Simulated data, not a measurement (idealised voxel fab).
Module name: voxel tone inversion (process module)
175 nm wide, 5 nm square cells: that's cross-section cut.
Just so we're on the same page, the cross-sections are grids of square cells, and they're listed out in bands top to bottom, each band one or more rows deep. What a band's entry tells you: where the top is and where the bottom is, as heights in nm, and after that what lies inside, material by material from left to right, each with its width in nm. Empty space is written as the word "air", and a single material marked with the word "all across" occupies the band from edge to edge. Heights are reckoned from 0. Under this level, the received wafer is all of one material. The bottommost band is open-ended downward, for example "0..down". Quick explanation for "30..40": the width changes in equal steps down the rows of cells, from the first number in the band's top row to the second number in its bottom row. Any step labelled "remained the same" changed none of the cells in the cross-section. The list in "Closed void roster" covers empty spaces of 8 cells or more that cannot reach the top through any open way, and it gives each as width x height at distance; the distance is from the left edge, and width, height and distance are in nm. It should be noted that, on the line of a given step, the content following the step's settings is a remark produced by the simulator itself with respect to that step. overlay nm: where the mask lay relative to plan, measured to the right, on steps with a mask; negatives go left.
**The planned process steps are enumerated hereunder**
step 1: RECEIVE [material Si]
step 2: CONFORMAL_DEP [material SiN] [thk nm 5]
step 3: DIRECTIONAL_DEP [material aC] [thk nm 15]
step 4: PATTERN [tone cover] [mask id POSTS] [material resist] [width nm 15] [pitch nm 55] [thk nm 20] [overlay nm 0]
step 5: DIRECTIONAL_ETCH [etch materials aC] [depth nm 15]
step 6: STRIP [etch materials resist]
step 7: FILL_DEP [material lowk] [thk nm 5]
step 8: CMP [height nm 20]
step 9: STRIP [etch materials aC]
step 10: CONFORMAL_DEP [material TiN] [thk nm 5]
step 11: FILL_DEP [material Ru] [thk nm 5]
step 12: CMP [height nm 20]
step 13: CONFORMAL_DEP [material SiCN] [thk nm 5]
Heads up: all these wafers start the same, and what changes between them is the width nm in step 4. The value you see in the plan is just what the first wafer got.
**Cross-sectional view of the first of several wafers in the as-received condition, corresponding to the state following step 1**
- 0..down = Si all across
- Closed void roster: none
**The rows of the table below are wafers. Looking at the end of the module, a row counts, for every material, the cells the wafer has gained, shown as (+), or lost, shown as (-), since it was received; its closed voids come next**
width nm 15; +6 Ru; +35 SiCN; +35 SiN; +21 TiN; +78 lowk; Closed void roster: none
width nm 20; +12 Ru; +35 SiCN; +35 SiN; +24 TiN; +69 lowk; Closed void roster: none
width nm 25; +18 Ru; +35 SiCN; +35 SiN; +27 TiN; +60 lowk; Closed void roster: none
width nm 30; +24 Ru; +35 SiCN; +35 SiN; +30 TiN; +51 lowk; Closed void roster: none
width nm 35; +30 Ru; +35 SiCN; +35 SiN; +33 TiN; +42 lowk; Closed void roster: none
